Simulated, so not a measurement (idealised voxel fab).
Process module in this document: voxel transistor to metal
We display cut, a cross-section 140 nm in width whose square cells are each 5 nm.
Cross-section layout: square cells on a grid; listed as bands, top to bottom; a band spans one or more cell rows.
Quick guide to a band line: top height, bottom height (nm) up front; then every material left to right with its width in nm. Only one material and it's marked "throughout"? Then it fills the band edge to edge. And "air" just means empty space.
Heights are measured from 0, the level below which the as-received wafer is all one material; the lowest band has no bottom and continues downward, written as in "0 down".
Width "30..40": first value at the band's top row of cells, second value at its bottom row, equal change from row to row.
Key: "left unchanged" - step with no changed cell in the cross-section.
Basically, "Unvented cavities" tells you about the enclosed voids: empty spaces with no open way to the top, 8 cells or bigger, each written width x height at distance, where distance is from the left edge, all in nm.
The remark found on a step's line after its settings is issued by the simulator itself and pertains to that step.
The optional step-line setting "overlay nm" applies to steps with a mask and quantifies how far to the right of its planned location the mask lay, a negative value indicating leftward placement.
Before/after cross-section pairs, one process step each; after shown to lowest changed band; step and settings beneath. Pairs may be from different runs of this module on the same starting wafer; a pair continues from the one above only where its "State before step" entry says so.

# State before step
- 50 to 45  60 nm air, 20 nm aC, 60 nm air
- 45 to 40  15 nm SiCN, 45 nm air, 20 nm aC, 50 nm air, 10 nm SiCN
- 40 to 30  SiCN throughout
- 30 to 25  15 nm polySi, 115 nm SiCN, 10 nm polySi
- 25 to 0  polySi throughout
- 0 to -5  15 nm SiO2, 115 nm polySi, 10 nm SiO2
- -5 to -10  SiO2 throughout
- -10 to -40  15 nm SiO2, 110 nm Si, 15 nm SiO2
- -40 down  Si throughout
- Unvented cavities: none

# Resultant Cross-Section
- 50 to 40  60 nm air, 20 nm aC, 60 nm air
- 40 to 30  60 nm air, 20 nm SiCN, 60 nm air
- 30 to 25  15 nm polySi, 45 nm air, 20 nm SiCN, 50 nm air, 10 nm polySi
- Rest of section, below 25: as before.
- Unvented cavities: none
The two cross-sections above are separated by a single process step, namely DIRECTIONAL_ETCH [etch materials SiCN] [depth nm 25]

State before step: same picture as after in the pair right above, so we don't repeat it.

# Resultant Cross-Section
- 50 to 40  60 nm air, 20 nm aC, 60 nm air
- 40 to 25  60 nm air, 20 nm SiCN, 60 nm air
- 25 to 0  60 nm air, 20 nm polySi, 60 nm air
- 0 to -5  15 nm SiO2, 45 nm air, 20 nm polySi, 50 nm air, 10 nm SiO2
- Rest of section, below -5: as before.
- Unvented cavities: none
The two cross-sections above are separated by a single process step, namely DIRECTIONAL_ETCH [etch materials polySi] [depth nm 40]

State before step: same picture as after in the pair right above, so we don't repeat it.

# Resultant Cross-Section
- 40 to 25  60 nm air, 20 nm SiCN, 60 nm air
- Rest of section, below 25: as before.
- Unvented cavities: none
The two cross-sections above are separated by a single process step, namely STRIP [etch materials aC]

State before step: same picture as after in the pair right above, so we don't repeat it.

# Resultant Cross-Section
- 45 to 40  55 nm air, 30 nm SiO2, 55 nm air
- 40 to 25  55 nm air, 5 nm SiO2, 20 nm SiCN, 5 nm SiO2, 55 nm air
- 25 to 5  55 nm air, 5 nm SiO2, 20 nm polySi, 5 nm SiO2, 55 nm air
- 5 to 0  20 nm SiO2, 35 nm air, 5 nm SiO2, 20 nm polySi, 5 nm SiO2, 40 nm air, 15 nm SiO2
- 0 to -5  60 nm SiO2, 20 nm polySi, 60 nm SiO2
- Rest of section, below -5: as before.
- Unvented cavities: none
The two cross-sections above are separated by a single process step, namely CONFORMAL_DEP [material SiO2] [thk nm 5]

State before step: same picture as after in the pair right above, so we don't repeat it.

# Resultant Cross-Section
- 40 to 25  55 nm air, 5 nm SiO2, 20 nm SiCN, 5 nm SiO2, 55 nm air
- 25 to 0  55 nm air, 5 nm SiO2, 20 nm polySi, 5 nm SiO2, 55 nm air
- 0 to -5  20 nm SiO2, 35 nm air, 5 nm SiO2, 20 nm polySi, 5 nm SiO2, 40 nm air, 15 nm SiO2
- Rest of section, below -5: as before.
- Unvented cavities: none
The two cross-sections above are separated by a single process step, namely DIRECTIONAL_ETCH [etch materials SiO2] [depth nm 5]

State before step: same picture as after in the pair right above, so we don't repeat it.

# Resultant Cross-Section
- 45 to 40  50 nm air, 40 nm SiN, 50 nm air
- 40 to 25  50 nm air, 5 nm SiN, 5 nm SiO2, 20 nm SiCN, 5 nm SiO2, 5 nm SiN, 50 nm air
- 25 to 5  50 nm air, 5 nm SiN, 5 nm SiO2, 20 nm polySi, 5 nm SiO2, 5 nm SiN, 50 nm air
- 5 to 0  25 nm SiN, 25 nm air, 5 nm SiN, 5 nm SiO2, 20 nm polySi, 5 nm SiO2, 5 nm SiN, 30 nm air, 20 nm SiN
- 0 to -5  20 nm SiO2, 35 nm SiN, 5 nm SiO2, 20 nm polySi, 5 nm SiO2, 40 nm SiN, 15 nm SiO2
- Rest of section, below -5: as before.
- Unvented cavities: none
The two cross-sections above are separated by a single process step, namely CONFORMAL_DEP [material SiN] [thk nm 5]

State before step: same picture as after in the pair right above, so we don't repeat it.

# Resultant Cross-Section
- 40 to 25  50 nm air, 5 nm SiN, 5 nm SiO2, 20 nm SiCN, 5 nm SiO2, 5 nm SiN, 50 nm air
- 25 to 0  50 nm air, 5 nm SiN, 5 nm SiO2, 20 nm polySi, 5 nm SiO2, 5 nm SiN, 50 nm air
- 0 to -5  20 nm SiO2, 5 nm SiN, 25 nm air, 5 nm SiN, 5 nm SiO2, 20 nm polySi, 5 nm SiO2, 5 nm SiN, 30 nm air, 5 nm SiN, 15 nm SiO2
- Rest of section, below -5: as before.
- Unvented cavities: none
The two cross-sections above are separated by a single process step, namely DIRECTIONAL_ETCH [etch materials SiN] [depth nm 5]

State before step: same picture as after in the pair right above, so we don't repeat it.

# Resultant Cross-Section
- 40 to 35  50 nm air, 5 nm SiN, 5 nm air, 20 nm SiCN, 5 nm air, 5 nm SiN, 50 nm air
- 35 to 25  50 nm air, 5 nm SiN, 5 nm SiO2, 20 nm SiCN, 5 nm SiO2, 5 nm SiN, 50 nm air
- 25 to 0  50 nm air, 5 nm SiN, 5 nm SiO2, 20 nm polySi, 5 nm SiO2, 5 nm SiN, 50 nm air
- 0 to -5  20 nm air, 5 nm SiN, 25 nm air, 5 nm SiN, 5 nm SiO2, 20 nm polySi, 5 nm SiO2, 5 nm SiN, 30 nm air, 5 nm SiN, 15 nm air
- -5 to -10  25 nm SiO2, 25 nm air, 40 nm SiO2, 30 nm air, 20 nm SiO2
- Rest of section, below -10: as before.
- Unvented cavities: none
The two cross-sections above are separated by a single process step, namely DIRECTIONAL_ETCH [etch materials SiO2] [depth nm 5]

State before step: same picture as after in the pair right above, so we don't repeat it.

# Resultant Cross-Section
- 40 to 35  50 nm air, 5 nm SiN, 5 nm air, 20 nm SiCN, 5 nm air, 5 nm SiN, 50 nm air
- 35 to 25  50 nm air, 5 nm SiN, 5 nm SiO2, 20 nm SiCN, 5 nm SiO2, 5 nm SiN, 50 nm air
- 25 to 0  50 nm air, 5 nm SiN, 5 nm SiO2, 20 nm polySi, 5 nm SiO2, 5 nm SiN, 50 nm air
- 0 to -5  20 nm air, 5 nm SiN, 25 nm air, 5 nm SiN, 5 nm SiO2, 20 nm polySi, 5 nm SiO2, 5 nm SiN, 30 nm air, 5 nm SiN, 15 nm air
- -5 to -10  25 nm SiO2, 25 nm air, 40 nm SiO2, 30 nm air, 20 nm SiO2
- -10 to -20  15 nm SiO2, 10 nm Si, 25 nm air, 40 nm Si, 30 nm air, 5 nm Si, 15 nm SiO2
- Rest of section, below -20: as before.
- Unvented cavities: none
The two cross-sections above are separated by a single process step, namely DIRECTIONAL_ETCH [etch materials Si] [depth nm 10]

State before step: same picture as after in the pair right above, so we don't repeat it.

# Resultant Cross-Section
- 40 to 35  50 nm air, 5 nm SiN, 5 nm air, 20 nm SiCN, 5 nm air, 5 nm SiN, 50 nm air
- 35 to 25  50 nm air, 5 nm SiN, 5 nm SiO2, 20 nm SiCN, 5 nm SiO2, 5 nm SiN, 50 nm air
- 25 to 5  50 nm air, 5 nm SiN, 5 nm SiO2, 20 nm polySi, 5 nm SiO2, 5 nm SiN, 50 nm air
- 5 to 0  20 nm air, 30 nm SiGe, 5 nm SiN, 5 nm SiO2, 20 nm polySi, 5 nm SiO2, 5 nm SiN, 35 nm SiGe, 15 nm air
- 0 to -5  20 nm air, 5 nm SiN, 25 nm SiGe, 5 nm SiN, 5 nm SiO2, 20 nm polySi, 5 nm SiO2, 5 nm SiN, 30 nm SiGe, 5 nm SiN, 15 nm air
- -5 to -10  25 nm SiO2, 25 nm SiGe, 40 nm SiO2, 30 nm SiGe, 20 nm SiO2
- -10 to -20  15 nm SiO2, 10 nm Si, 25 nm SiGe, 40 nm Si, 30 nm SiGe, 5 nm Si, 15 nm SiO2
- Rest of section, below -20: as before.
- Unvented cavities: none
The two cross-sections above are separated by a single process step, namely EPI [material SiGe] [thk nm 15]

State before step: same picture as after in the pair right above, so we don't repeat it.

# Resultant Cross-Section
- 45 to 40  SiO2 throughout
- 40 to 25  50 nm SiO2, 5 nm SiN, 5 nm SiO2, 20 nm SiCN, 5 nm SiO2, 5 nm SiN, 50 nm SiO2
- 25 to 5  50 nm SiO2, 5 nm SiN, 5 nm SiO2, 20 nm polySi, 5 nm SiO2, 5 nm SiN, 50 nm SiO2
- 5 to 0  20 nm SiO2, 30 nm SiGe, 5 nm SiN, 5 nm SiO2, 20 nm polySi, 5 nm SiO2, 5 nm SiN, 35 nm SiGe, 15 nm SiO2
- 0 to -5  20 nm SiO2, 5 nm SiN, 25 nm SiGe, 5 nm SiN, 5 nm SiO2, 20 nm polySi, 5 nm SiO2, 5 nm SiN, 30 nm SiGe, 5 nm SiN, 15 nm SiO2
- Rest of section, below -5: as before.
- Unvented cavities: none
The two cross-sections above are separated by a single process step, namely FILL_DEP [material SiO2] [thk nm 5]

State before step: same picture as after in the pair right above, so we don't repeat it.

# Resultant Cross-Section
- 40 to 25  50 nm SiO2, 5 nm SiN, 5 nm SiO2, 20 nm SiCN, 5 nm SiO2, 5 nm SiN, 50 nm SiO2
- Rest of section, below 25: as before.
- Unvented cavities: none
The two cross-sections above are separated by a single process step, namely CMP [height nm 40]

State before step: same picture as after in the pair right above, so we don't repeat it.

# Resultant Cross-Section
- 55 to 40  SiO2 throughout
- Rest of section, below 40: as before.
- Unvented cavities: none
The two cross-sections above are separated by a single process step, namely DIRECTIONAL_DEP [material SiO2] [thk nm 15]

State before step: same picture as after in the pair right above, so we don't repeat it.

# Resultant Cross-Section
- 70 to 55  aC throughout
- Rest of section, below 55: as before.
- Unvented cavities: none
The two cross-sections above are separated by a single process step, namely DIRECTIONAL_DEP [material aC] [thk nm 15]

State before step: same picture as after in the pair right above, so we don't repeat it.

# Resultant Cross-Section
- 100 to 70  20 nm resist, 20 nm air, 60 nm resist, 20 nm air, 20 nm resist
- Rest of section, below 70: as before.
- Unvented cavities: none
The two cross-sections above are separated by a single process step, namely PATTERN [tone open] [mask id CONTACT] [material resist] [width nm 20] [pitch nm 80] [thk nm 30] [overlay nm 0]

State before step: same picture as after in the pair right above, so we don't repeat it.

# Resultant Cross-Section
- 85 to 70  20 nm resist, 20 nm air, 60 nm resist, 20 nm air, 20 nm resist
- 70 to 55  20 nm aC, 20 nm air, 60 nm aC, 20 nm air, 20 nm aC
- Rest of section, below 55: as before.
- Unvented cavities: none
The two cross-sections above are separated by a single process step, namely DIRECTIONAL_ETCH [etch materials aC] [depth nm 15]

State before step: same picture as after in the pair right above, so we don't repeat it.

# Resultant Cross-Section
- 70 to 55  20 nm aC, 20 nm air, 60 nm aC, 20 nm air, 20 nm aC
- Rest of section, below 55: as before.
- Unvented cavities: none
The two cross-sections above are separated by a single process step, namely STRIP [etch materials resist]

State before step: same picture as after in the pair right above, so we don't repeat it.

# Resultant Cross-Section
- 70 to 55  20 nm aC, 20 nm air, 60 nm aC, 20 nm air, 20 nm aC
- 55 to 40  20 nm SiO2, 20 nm air, 60 nm SiO2, 20 nm air, 20 nm SiO2
- 40 to 25  20 nm SiO2, 20 nm air, 10 nm SiO2, 5 nm SiN, 5 nm SiO2, 20 nm SiCN, 5 nm SiO2, 5 nm SiN, 10 nm SiO2, 20 nm air, 20 nm SiO2
- 25 to 5  20 nm SiO2, 20 nm air, 10 nm SiO2, 5 nm SiN, 5 nm SiO2, 20 nm polySi, 5 nm SiO2, 5 nm SiN, 10 nm SiO2, 20 nm air, 20 nm SiO2
- Rest of section, below 5: as before.
- Unvented cavities: none
The two cross-sections above are separated by a single process step, namely DIRECTIONAL_ETCH [etch materials SiO2] [depth nm 50]

State before step: same picture as after in the pair right above, so we don't repeat it.

# Resultant Cross-Section
- 55 to 40  20 nm SiO2, 20 nm air, 60 nm SiO2, 20 nm air, 20 nm SiO2
- Rest of section, below 40: as before.
- Unvented cavities: none
The two cross-sections above are separated by a single process step, namely STRIP [etch materials aC]

State before step: same picture as after in the pair right above, so we don't repeat it.

# Resultant Cross-Section
- 60 to 55  25 nm TiN, 10 nm air, 70 nm TiN, 10 nm air, 25 nm TiN
- 55 to 40  20 nm SiO2, 5 nm TiN, 10 nm air, 5 nm TiN, 60 nm SiO2, 5 nm TiN, 10 nm air, 5 nm TiN, 20 nm SiO2
- 40 to 25  20 nm SiO2, 5 nm TiN, 10 nm air, 5 nm TiN, 10 nm SiO2, 5 nm SiN, 5 nm SiO2, 20 nm SiCN, 5 nm SiO2, 5 nm SiN, 10 nm SiO2, 5 nm TiN, 10 nm air, 5 nm TiN, 20 nm SiO2
- 25 to 10  20 nm SiO2, 5 nm TiN, 10 nm air, 5 nm TiN, 10 nm SiO2, 5 nm SiN, 5 nm SiO2, 20 nm polySi, 5 nm SiO2, 5 nm SiN, 10 nm SiO2, 5 nm TiN, 10 nm air, 5 nm TiN, 20 nm SiO2
- 10 to 5  20 nm SiO2, 20 nm TiN, 10 nm SiO2, 5 nm SiN, 5 nm SiO2, 20 nm polySi, 5 nm SiO2, 5 nm SiN, 10 nm SiO2, 20 nm TiN, 20 nm SiO2
- Rest of section, below 5: as before.
- Unvented cavities: none
The two cross-sections above are separated by a single process step, namely CONFORMAL_DEP [material TiN] [thk nm 5]

State before step: same picture as after in the pair right above, so we don't repeat it.

# Resultant Cross-Section
- 70 to 60  Ru throughout
- 60 to 55  25 nm TiN, 10 nm Ru, 70 nm TiN, 10 nm Ru, 25 nm TiN
- 55 to 40  20 nm SiO2, 5 nm TiN, 10 nm Ru, 5 nm TiN, 60 nm SiO2, 5 nm TiN, 10 nm Ru, 5 nm TiN, 20 nm SiO2
- 40 to 25  20 nm SiO2, 5 nm TiN, 10 nm Ru, 5 nm TiN, 10 nm SiO2, 5 nm SiN, 5 nm SiO2, 20 nm SiCN, 5 nm SiO2, 5 nm SiN, 10 nm SiO2, 5 nm TiN, 10 nm Ru, 5 nm TiN, 20 nm SiO2
- 25 to 10  20 nm SiO2, 5 nm TiN, 10 nm Ru, 5 nm TiN, 10 nm SiO2, 5 nm SiN, 5 nm SiO2, 20 nm polySi, 5 nm SiO2, 5 nm SiN, 10 nm SiO2, 5 nm TiN, 10 nm Ru, 5 nm TiN, 20 nm SiO2
- Rest of section, below 10: as before.
- Unvented cavities: none
The two cross-sections above are separated by a single process step, namely FILL_DEP [material Ru] [thk nm 10]

State before step: same picture as after in the pair right above, so we don't repeat it.

# Resultant Cross-Section
- 55 to 40  20 nm SiO2, 5 nm TiN, 10 nm Ru, 5 nm TiN, 60 nm SiO2, 5 nm TiN, 10 nm Ru, 5 nm TiN, 20 nm SiO2
- Rest of section, below 40: as before.
- Unvented cavities: none
The two cross-sections above are separated by a single process step, namely CMP [height nm 55]

State before step: same picture as after in the pair right above, so we don't repeat it.

# Resultant Cross-Section
- 60 to 55  SiCN throughout
- Rest of section, below 55: as before.
- Unvented cavities: none
The two cross-sections above are separated by a single process step, namely CONFORMAL_DEP [material SiCN] [thk nm 5]

State before step: same picture as after in the pair right above, so we don't repeat it.

# Resultant Cross-Section
- 75 to 60  SiO2 throughout
- Rest of section, below 60: as before.
- Unvented cavities: none
The two cross-sections above are separated by a single process step, namely DIRECTIONAL_DEP [material SiO2] [thk nm 15]

State before step: same picture as after in the pair right above, so we don't repeat it.

# Resultant Cross-Section
- 90 to 75  aC throughout
- Rest of section, below 75: as before.
- Unvented cavities: none
The two cross-sections above are separated by a single process step, namely DIRECTIONAL_DEP [material aC] [thk nm 15]

State before step: same picture as after in the pair right above, so we don't repeat it.

# Resultant Cross-Section
- 125 to 90  20 nm resist, 20 nm air, 60 nm resist, 20 nm air, 20 nm resist
- Rest of section, below 90: as before.
- Unvented cavities: none
The two cross-sections above are separated by a single process step, namely PATTERN [tone open] [mask id METAL_1] [material resist] [width nm 20] [pitch nm 80] [thk nm 35] [overlay nm 0]

State before step: same picture as after in the pair right above, so we don't repeat it.

# Resultant Cross-Section
- 110 to 90  20 nm resist, 20 nm air, 60 nm resist, 20 nm air, 20 nm resist
- 90 to 75  20 nm aC, 20 nm air, 60 nm aC, 20 nm air, 20 nm aC
- Rest of section, below 75: as before.
- Unvented cavities: none
The two cross-sections above are separated by a single process step, namely DIRECTIONAL_ETCH [etch materials aC] [depth nm 15]

State before step: same picture as after in the pair right above, so we don't repeat it.

# Resultant Cross-Section
- 90 to 75  20 nm aC, 20 nm air, 60 nm aC, 20 nm air, 20 nm aC
- Rest of section, below 75: as before.
- Unvented cavities: none
The two cross-sections above are separated by a single process step, namely STRIP [etch materials resist]

State before step: same picture as after in the pair right above, so we don't repeat it.

# Resultant Cross-Section
- 90 to 75  20 nm aC, 20 nm air, 60 nm aC, 20 nm air, 20 nm aC
- 75 to 60  20 nm SiO2, 20 nm air, 60 nm SiO2, 20 nm air, 20 nm SiO2
- Rest of section, below 60: as before.
- Unvented cavities: none
The two cross-sections above are separated by a single process step, namely DIRECTIONAL_ETCH [etch materials SiO2] [depth nm 15]

State before step: same picture as after in the pair right above, so we don't repeat it.

# Resultant Cross-Section
- 90 to 75  20 nm aC, 20 nm air, 60 nm aC, 20 nm air, 20 nm aC
- 75 to 60  20 nm SiO2, 20 nm air, 60 nm SiO2, 20 nm air, 20 nm SiO2
- 60 to 55  20 nm SiCN, 20 nm air, 60 nm SiCN, 20 nm air, 20 nm SiCN
- Rest of section, below 55: as before.
- Unvented cavities: none
The two cross-sections above are separated by a single process step, namely DIRECTIONAL_ETCH [etch materials SiCN] [depth nm 5]

State before step: same picture as after in the pair right above, so we don't repeat it.

# Resultant Cross-Section
- 75 to 60  20 nm SiO2, 20 nm air, 60 nm SiO2, 20 nm air, 20 nm SiO2
- Rest of section, below 60: as before.
- Unvented cavities: none
The two cross-sections above are separated by a single process step, namely STRIP [etch materials aC]

State before step: same picture as after in the pair right above, so we don't repeat it.

# Resultant Cross-Section
- 80 to 75  25 nm TiN, 10 nm air, 70 nm TiN, 10 nm air, 25 nm TiN
- 75 to 60  20 nm SiO2, 5 nm TiN, 10 nm air, 5 nm TiN, 60 nm SiO2, 5 nm TiN, 10 nm air, 5 nm TiN, 20 nm SiO2
- 60 to 55  20 nm SiCN, 20 nm TiN, 60 nm SiCN, 20 nm TiN, 20 nm SiCN
- Rest of section, below 55: as before.
- Unvented cavities: none
The two cross-sections above are separated by a single process step, namely CONFORMAL_DEP [material TiN] [thk nm 5]

State before step: same picture as after in the pair right above, so we don't repeat it.

# Resultant Cross-Section
- 90 to 80  W throughout
- 80 to 75  25 nm TiN, 10 nm W, 70 nm TiN, 10 nm W, 25 nm TiN
- 75 to 60  20 nm SiO2, 5 nm TiN, 10 nm W, 5 nm TiN, 60 nm SiO2, 5 nm TiN, 10 nm W, 5 nm TiN, 20 nm SiO2
- Rest of section, below 60: as before.
- Unvented cavities: none
The two cross-sections above are separated by a single process step, namely FILL_DEP [material W] [thk nm 10]

State before step: same picture as after in the pair right above, so we don't repeat it.

# Resultant Cross-Section
- 75 to 60  20 nm SiO2, 5 nm TiN, 10 nm W, 5 nm TiN, 60 nm SiO2, 5 nm TiN, 10 nm W, 5 nm TiN, 20 nm SiO2
- Rest of section, below 60: as before.
- Unvented cavities: none
The two cross-sections above are separated by a single process step, namely CMP [height nm 75]

State before step: same picture as after in the pair right above, so we don't repeat it.

# Resultant Cross-Section
- 80 to 75  SiCN throughout
- Rest of section, below 75: as before.
- Unvented cavities: none
The two cross-sections above are separated by a single process step, namely CONFORMAL_DEP [material SiCN] [thk nm 5]

# State before step
- 55 to 50  10 nm aC, 120 nm air, 10 nm aC
- 50 to 45  aC throughout
- 45 to 40  10 nm SiCN, 120 nm aC, 10 nm SiCN
- 40 to 30  SiCN throughout
- 30 to 25  10 nm polySi, 120 nm SiCN, 10 nm polySi
- 25 to 0  polySi throughout
- 0 to -5  10 nm SiO2, 120 nm polySi, 10 nm SiO2
- -5 to -10  SiO2 throughout
- -10 to -40  15 nm SiO2, 110 nm Si, 15 nm SiO2
- -40 down  Si throughout
- Unvented cavities: none

# Resultant Cross-Section
- 80 to 55  65 nm air, 20 nm resist, 55 nm air
- 55 to 50  10 nm aC, 55 nm air, 20 nm resist, 45 nm air, 10 nm aC
- Rest of section, below 50: as before.
- Unvented cavities: none
The two cross-sections above are separated by a single process step, namely PATTERN [tone cover] [mask id GATE] [material resist] [width nm 20] [thk nm 25] [overlay nm 5]

State before step: same picture as after in the pair right above, so we don't repeat it.

# Resultant Cross-Section
- 70 to 50  65 nm air, 20 nm resist, 55 nm air
- 50 to 45  65 nm air, 20 nm aC, 55 nm air
- 45 to 40  10 nm SiCN, 55 nm air, 20 nm aC, 45 nm air, 10 nm SiCN
- Rest of section, below 40: as before.
- Unvented cavities: none
The two cross-sections above are separated by a single process step, namely DIRECTIONAL_ETCH [etch materials aC] [depth nm 10]

State before step: same picture as after in the pair right above, so we don't repeat it.

# Resultant Cross-Section
- 50 to 45  65 nm air, 20 nm aC, 55 nm air
- Rest of section, below 45: as before.
- Unvented cavities: none
The two cross-sections above are separated by a single process step, namely STRIP [etch materials resist]

State before step: same picture as after in the pair right above, so we don't repeat it.

# Resultant Cross-Section
- 50 to 40  65 nm air, 20 nm aC, 55 nm air
- 40 to 30  65 nm air, 20 nm SiCN, 55 nm air
- 30 to 25  10 nm polySi, 55 nm air, 20 nm SiCN, 45 nm air, 10 nm polySi
- Rest of section, below 25: as before.
- Unvented cavities: none
The two cross-sections above are separated by a single process step, namely DIRECTIONAL_ETCH [etch materials SiCN] [depth nm 25]

State before step: same picture as after in the pair right above, so we don't repeat it.

# Resultant Cross-Section
- 50 to 40  65 nm air, 20 nm aC, 55 nm air
- 40 to 25  65 nm air, 20 nm SiCN, 55 nm air
- 25 to 0  65 nm air, 20 nm polySi, 55 nm air
- 0 to -5  10 nm SiO2, 55 nm air, 20 nm polySi, 45 nm air, 10 nm SiO2
- Rest of section, below -5: as before.
- Unvented cavities: none
The two cross-sections above are separated by a single process step, namely DIRECTIONAL_ETCH [etch materials polySi] [depth nm 40]

State before step: same picture as after in the pair right above, so we don't repeat it.

# Resultant Cross-Section
- 40 to 25  65 nm air, 20 nm SiCN, 55 nm air
- Rest of section, below 25: as before.
- Unvented cavities: none
The two cross-sections above are separated by a single process step, namely STRIP [etch materials aC]

State before step: same picture as after in the pair right above, so we don't repeat it.

# Resultant Cross-Section
- 45 to 40  60 nm air, 30 nm SiO2, 50 nm air
- 40 to 25  60 nm air, 5 nm SiO2, 20 nm SiCN, 5 nm SiO2, 50 nm air
- 25 to 5  60 nm air, 5 nm SiO2, 20 nm polySi, 5 nm SiO2, 50 nm air
- 5 to 0  15 nm SiO2, 45 nm air, 5 nm SiO2, 20 nm polySi, 5 nm SiO2, 35 nm air, 15 nm SiO2
- 0 to -5  65 nm SiO2, 20 nm polySi, 55 nm SiO2
- Rest of section, below -5: as before.
- Unvented cavities: none
The two cross-sections above are separated by a single process step, namely CONFORMAL_DEP [material SiO2] [thk nm 5]

State before step: same picture as after in the pair right above, so we don't repeat it.

# Resultant Cross-Section
- 40 to 25  60 nm air, 5 nm SiO2, 20 nm SiCN, 5 nm SiO2, 50 nm air
- 25 to 0  60 nm air, 5 nm SiO2, 20 nm polySi, 5 nm SiO2, 50 nm air
- 0 to -5  15 nm SiO2, 45 nm air, 5 nm SiO2, 20 nm polySi, 5 nm SiO2, 35 nm air, 15 nm SiO2
- Rest of section, below -5: as before.
- Unvented cavities: none
The two cross-sections above are separated by a single process step, namely DIRECTIONAL_ETCH [etch materials SiO2] [depth nm 5]

State before step: same picture as after in the pair right above, so we don't repeat it.

# Resultant Cross-Section
- 45 to 40  55 nm air, 40 nm SiN, 45 nm air
- 40 to 25  55 nm air, 5 nm SiN, 5 nm SiO2, 20 nm SiCN, 5 nm SiO2, 5 nm SiN, 45 nm air
- 25 to 5  55 nm air, 5 nm SiN, 5 nm SiO2, 20 nm polySi, 5 nm SiO2, 5 nm SiN, 45 nm air
- 5 to 0  20 nm SiN, 35 nm air, 5 nm SiN, 5 nm SiO2, 20 nm polySi, 5 nm SiO2, 5 nm SiN, 25 nm air, 20 nm SiN
- 0 to -5  15 nm SiO2, 45 nm SiN, 5 nm SiO2, 20 nm polySi, 5 nm SiO2, 35 nm SiN, 15 nm SiO2
- Rest of section, below -5: as before.
- Unvented cavities: none
The two cross-sections above are separated by a single process step, namely CONFORMAL_DEP [material SiN] [thk nm 5]

State before step: same picture as after in the pair right above, so we don't repeat it.

# Resultant Cross-Section
- 40 to 25  55 nm air, 5 nm SiN, 5 nm SiO2, 20 nm SiCN, 5 nm SiO2, 5 nm SiN, 45 nm air
- 25 to 0  55 nm air, 5 nm SiN, 5 nm SiO2, 20 nm polySi, 5 nm SiO2, 5 nm SiN, 45 nm air
- 0 to -5  15 nm SiO2, 5 nm SiN, 35 nm air, 5 nm SiN, 5 nm SiO2, 20 nm polySi, 5 nm SiO2, 5 nm SiN, 25 nm air, 5 nm SiN, 15 nm SiO2
- Rest of section, below -5: as before.
- Unvented cavities: none
The two cross-sections above are separated by a single process step, namely DIRECTIONAL_ETCH [etch materials SiN] [depth nm 5]

State before step: same picture as after in the pair right above, so we don't repeat it.

# Resultant Cross-Section
- 40 to 35  55 nm air, 5 nm SiN, 5 nm air, 20 nm SiCN, 5 nm air, 5 nm SiN, 45 nm air
- 35 to 25  55 nm air, 5 nm SiN, 5 nm SiO2, 20 nm SiCN, 5 nm SiO2, 5 nm SiN, 45 nm air
- 25 to 0  55 nm air, 5 nm SiN, 5 nm SiO2, 20 nm polySi, 5 nm SiO2, 5 nm SiN, 45 nm air
- 0 to -5  15 nm air, 5 nm SiN, 35 nm air, 5 nm SiN, 5 nm SiO2, 20 nm polySi, 5 nm SiO2, 5 nm SiN, 25 nm air, 5 nm SiN, 15 nm air
- -5 to -10  20 nm SiO2, 35 nm air, 40 nm SiO2, 25 nm air, 20 nm SiO2
- Rest of section, below -10: as before.
- Unvented cavities: none
The two cross-sections above are separated by a single process step, namely DIRECTIONAL_ETCH [etch materials SiO2] [depth nm 5]

State before step: same picture as after in the pair right above, so we don't repeat it.

# Resultant Cross-Section
- 40 to 35  55 nm air, 5 nm SiN, 5 nm air, 20 nm SiCN, 5 nm air, 5 nm SiN, 45 nm air
- 35 to 25  55 nm air, 5 nm SiN, 5 nm SiO2, 20 nm SiCN, 5 nm SiO2, 5 nm SiN, 45 nm air
- 25 to 0  55 nm air, 5 nm SiN, 5 nm SiO2, 20 nm polySi, 5 nm SiO2, 5 nm SiN, 45 nm air
- 0 to -5  15 nm air, 5 nm SiN, 35 nm air, 5 nm SiN, 5 nm SiO2, 20 nm polySi, 5 nm SiO2, 5 nm SiN, 25 nm air, 5 nm SiN, 15 nm air
- -5 to -10  20 nm SiO2, 35 nm air, 40 nm SiO2, 25 nm air, 20 nm SiO2
- -10 to -20  15 nm SiO2, 5 nm Si, 35 nm air, 40 nm Si, 25 nm air, 5 nm Si, 15 nm SiO2
- Rest of section, below -20: as before.
- Unvented cavities: none
The two cross-sections above are separated by a single process step, namely DIRECTIONAL_ETCH [etch materials Si] [depth nm 10]

State before step: same picture as after in the pair right above, so we don't repeat it.

# Resultant Cross-Section
- 40 to 35  55 nm air, 5 nm SiN, 5 nm air, 20 nm SiCN, 5 nm air, 5 nm SiN, 45 nm air
- 35 to 25  55 nm air, 5 nm SiN, 5 nm SiO2, 20 nm SiCN, 5 nm SiO2, 5 nm SiN, 45 nm air
- 25 to 5  55 nm air, 5 nm SiN, 5 nm SiO2, 20 nm polySi, 5 nm SiO2, 5 nm SiN, 45 nm air
- 5 to 0  15 nm air, 20 nm SiGe, 5 nm air, 15 nm SiGe, 5 nm SiN, 5 nm SiO2, 20 nm polySi, 5 nm SiO2, 5 nm SiN, 30 nm SiGe, 15 nm air
- 0 to -5  15 nm air, 5 nm SiN, 15 nm SiGe, 5 nm air, 15 nm SiGe, 5 nm SiN, 5 nm SiO2, 20 nm polySi, 5 nm SiO2, 5 nm SiN, 25 nm SiGe, 5 nm SiN, 15 nm air
- -5 to -10  20 nm SiO2, 35 nm SiGe, 40 nm SiO2, 25 nm SiGe, 20 nm SiO2
- -10 to -20  15 nm SiO2, 5 nm Si, 35 nm SiGe, 40 nm Si, 25 nm SiGe, 5 nm Si, 15 nm SiO2
- Rest of section, below -20: as before.
- Unvented cavities: none
The two cross-sections above are separated by a single process step, namely EPI [material SiGe] [thk nm 15]

State before step: same picture as after in the pair right above, so we don't repeat it.

# Resultant Cross-Section
- 45 to 40  SiO2 throughout
- 40 to 25  55 nm SiO2, 5 nm SiN, 5 nm SiO2, 20 nm SiCN, 5 nm SiO2, 5 nm SiN, 45 nm SiO2
- 25 to 5  55 nm SiO2, 5 nm SiN, 5 nm SiO2, 20 nm polySi, 5 nm SiO2, 5 nm SiN, 45 nm SiO2
- 5 to 0  15 nm SiO2, 20 nm SiGe, 5 nm SiO2, 15 nm SiGe, 5 nm SiN, 5 nm SiO2, 20 nm polySi, 5 nm SiO2, 5 nm SiN, 30 nm SiGe, 15 nm SiO2
- 0 to -5  15 nm SiO2, 5 nm SiN, 15 nm SiGe, 5 nm SiO2, 15 nm SiGe, 5 nm SiN, 5 nm SiO2, 20 nm polySi, 5 nm SiO2, 5 nm SiN, 25 nm SiGe, 5 nm SiN, 15 nm SiO2
- Rest of section, below -5: as before.
- Unvented cavities: none
The two cross-sections above are separated by a single process step, namely FILL_DEP [material SiO2] [thk nm 5]
